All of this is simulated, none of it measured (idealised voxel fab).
This is a process module. Its name is voxel plated lines.
The figure presents cross-section cut, which has a width of 285 nm and is divided into square cells with an edge length of 5 nm.
When this document writes out a cross-section, it uses a grid of square cells and lists it as bands, beginning at the top and moving down, with a band standing for one or more rows of cells. Each band's line starts with the height of the band's top and of its bottom, in nm. Then come its materials from left to right, each with its width in nm. One material with "throughout" fills the band from edge to edge. "empty" is empty space. Beneath 0, the wafer as received is one material, and that level is where height counting begins. The lowest band goes on downward without a bottom; it is written like "from 0 down". So if you see something like "30->40" for the width, read it as the top row of the band sitting at the first number and the bottom row at the second, with every row in between moving by the same amount as the last. "stayed the same" for a step: no cell of the cross-section changed in that step. The list in "Sealed voids" covers empty spaces of 8 cells or more that cannot reach the top through any open way, and it gives each as width x height at distance; the distance is from the left edge, and width, height and distance are in nm. Heads up: the bit after the settings on a step's line is the simulator's remark on that step. The "overlay nm" setting may appear on a step's line; for a step that uses a mask, it gives how far to the right of its planned position the mask lay, and a negative value indicates the left.
These are the steps we planned for the process:
| 1 | RECEIVE | material Si |
| 2 | CONFORMAL_DEP | material SiN | thk nm 10 |
| 3 | DIRECTIONAL_DEP | material TiN | thk nm 5 |
| 4 | PATTERN | tone open | mask id LINES | material resist | width nm 30 | pitch nm 60 | thk nm 15 | overlay nm 0 |
| 5 | EPI | material Ru | thk nm 10 |
| 6 | STRIP | etch materials resist |
| 7 | DIRECTIONAL_ETCH | etch materials TiN | depth nm 5 |
| 8 | CONFORMAL_DEP | material SiN | thk nm 10 |
First of two wafers - as planned:
As-received state of the wafer in cross-section, equivalent to post-step 1:
from 0 down | Si throughout
Sealed voids: none
Take a look at the wafer's cross-section after step 2:
from 10 to 0 | SiN throughout
Beneath the level 0, the cross-section is identical to its previous state.
Take a look at the wafer's cross-section after step 3:
from 15 to 10 | TiN throughout
Beneath the level 10, the cross-section is identical to its previous state.
Take a look at the wafer's cross-section after step 4:
from 30 to 15 | 95 of resist, 30 of empty, 30 of resist, 30 of empty, 100 of resist
Beneath the level 15, the cross-section is identical to its previous state.
Take a look at the wafer's cross-section after step 5:
from 30 to 25 | 95 of resist, 30 of empty, 30 of resist, 30 of empty, 100 of resist
from 25 to 15 | 95 of resist, 30 of Ru, 30 of resist, 30 of Ru, 100 of resist
Beneath the level 15, the cross-section is identical to its previous state.
Take a look at the wafer's cross-section after step 6:
from 25 to 15 | 95 of empty, 30 of Ru, 30 of empty, 30 of Ru, 100 of empty
Beneath the level 15, the cross-section is identical to its previous state.
Take a look at the wafer's cross-section after step 7:
from 25 to 15 | 95 of empty, 30 of Ru, 30 of empty, 30 of Ru, 100 of empty
from 15 to 10 | 95 of empty, 30 of TiN, 30 of empty, 30 of TiN, 100 of empty
Beneath the level 10, the cross-section is identical to its previous state.
Take a look at the wafer's cross-section after step 8:
from 35 to 25 | 85 of empty, 50 of SiN, 10 of empty, 50 of SiN, 90 of empty
from 25 to 20 | 85 of empty, 10 of SiN, 30 of Ru, 10 of SiN, 10 of empty, 10 of SiN, 30 of Ru, 10 of SiN, 90 of empty
from 20 to 15 | 95 of SiN, 30 of Ru, 30 of SiN, 30 of Ru, 100 of SiN
from 15 to 10 | 95 of SiN, 30 of TiN, 30 of SiN, 30 of TiN, 100 of SiN
Beneath the level 10, the cross-section is identical to its previous state.
Second wafer. Start and plan as for the first. One mistake made in running. Agrees with the first up to and including step 3:
Cross-sectional view of the second wafer at the intended end time of process step 4:
from 30 to 15 | 100 of resist, 25 of empty, 35 of resist, 25 of empty, 100 of resist
Beneath the level 15, the cross-section is identical to its previous state.
Cross-sectional view of the second wafer at the intended end time of process step 5:
from 30 to 25 | 100 of resist, 25 of empty, 35 of resist, 25 of empty, 100 of resist
from 25 to 15 | 100 of resist, 25 of Ru, 35 of resist, 25 of Ru, 100 of resist
Beneath the level 15, the cross-section is identical to its previous state.
Cross-sectional view of the second wafer at the intended end time of process step 6:
from 25 to 15 | 100 of empty, 25 of Ru, 35 of empty, 25 of Ru, 100 of empty
Beneath the level 15, the cross-section is identical to its previous state.
Cross-sectional view of the second wafer at the intended end time of process step 7:
from 25 to 15 | 100 of empty, 25 of Ru, 35 of empty, 25 of Ru, 100 of empty
from 15 to 10 | 100 of empty, 25 of TiN, 35 of empty, 25 of TiN, 100 of empty
Beneath the level 10, the cross-section is identical to its previous state.
Cross-sectional view of the second wafer at the intended end time of process step 8:
from 35 to 25 | 90 of empty, 45 of SiN, 15 of empty, 45 of SiN, 90 of empty
from 25 to 20 | 90 of empty, 10 of SiN, 25 of Ru, 10 of SiN, 15 of empty, 10 of SiN, 25 of Ru, 10 of SiN, 90 of empty
from 20 to 15 | 100 of SiN, 25 of Ru, 35 of SiN, 25 of Ru, 100 of SiN
from 15 to 10 | 100 of SiN, 25 of TiN, 35 of SiN, 25 of TiN, 100 of SiN
Beneath the level 10, the cross-section is identical to its previous state.
Deviation noted in wafer processing: step 4 was not run as planned; what actually ran was PATTERN | tone open | mask id LINES | material resist | width nm 25 | pitch nm 60 | thk nm 15 | overlay nm 0
The final cell counts differ between the wafers, with the second having more or fewer of some materials than the first: -4 Ru, -2 TiN
